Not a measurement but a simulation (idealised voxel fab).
process module | voxel ribs on slabs
cross-section cut | 240 nm wide | cells 5 nm
A cross-section is a grid of square cells, given in bands from the top down. A band is one or more rows of cells.
Each band's line starts with the height of the band's top and of its bottom, in nm. Then come its materials from left to right, each with its width in nm. One material with "throughout" fills the band from edge to edge. "air" is empty space.
Height 0 is the level under which the wafer as received is all one material. The lowest band goes on downwards, as in "0 down".
A width such as "30 to 40" changes by the same amount from each row of cells to the next, from the band's top row to its bottom row.
"no change" after a step means that no cell of the cross-section changed.
closed voids: empty space of 8 cells or more with no open way to the top, each as width x height at its distance from the left edge, in nm
after a step's settings: what the simulator itself notes on the step
overlay nm, on a step with a mask: how far to the right of its planned place the mask lay; to the left if negative
plan
1 op RECEIVE | material Si
2 op DIRECTIONAL_DEP | material SiO2 | thk nm 30
3 op DIRECTIONAL_DEP | material SiN | thk nm 25
4 op MASKED_ETCH | tone cover | mask id RIB | width nm 30 | etch materials SiN | depth nm 20 | overlay nm 0
5 op PATTERN | tone cover | mask id SLAB | material resist | width nm 80 | thk nm 20 | overlay nm 0
6 op DIRECTIONAL_ETCH | etch materials SiN | depth nm 5
7 op STRIP | etch materials resist
8 op FILL_DEP | material SiO2 | thk nm 20
9 op CMP | height nm 65
10 op DIRECTIONAL_DEP | material TiN | thk nm 5
11 op MASKED_ETCH | tone cover | mask id HEATER | width nm 40 | etch materials TiN | depth nm 5 | overlay nm 0
12 op CONFORMAL_DEP | material SiO2 | thk nm 10
as received, after step 1
  0 down: Si throughout
  closed voids: none
first wafer at the end, as planned
  80 to 75: air 90 | SiO2 60 | air 90
  75 to 70: SiO2 throughout
  70 to 65: SiO2 100 | TiN 40 | SiO2 100
  65 to 55: SiO2 throughout
  55 to 35: SiO2 105 | SiN 30 | SiO2 105
  35 to 30: SiO2 80 | SiN 80 | SiO2 80
  30 to 0: SiO2 throughout
  0 down: Si throughout
  closed voids: none
second wafer at the end: like start, like plan, one mistake
  80 to 75: air 90 | SiO2 60 | air 90
  75 to 70: SiO2 throughout
  70 to 65: SiO2 100 | TiN 40 | SiO2 100
  65 to 25: SiO2 throughout
  25 to 0: SiN throughout
  0 down: Si throughout
  closed voids: none
what went wrong: steps 2 and 3 were swapped
at the end the second wafer has, in cells: 200 more of SiN | 200 fewer of SiO2
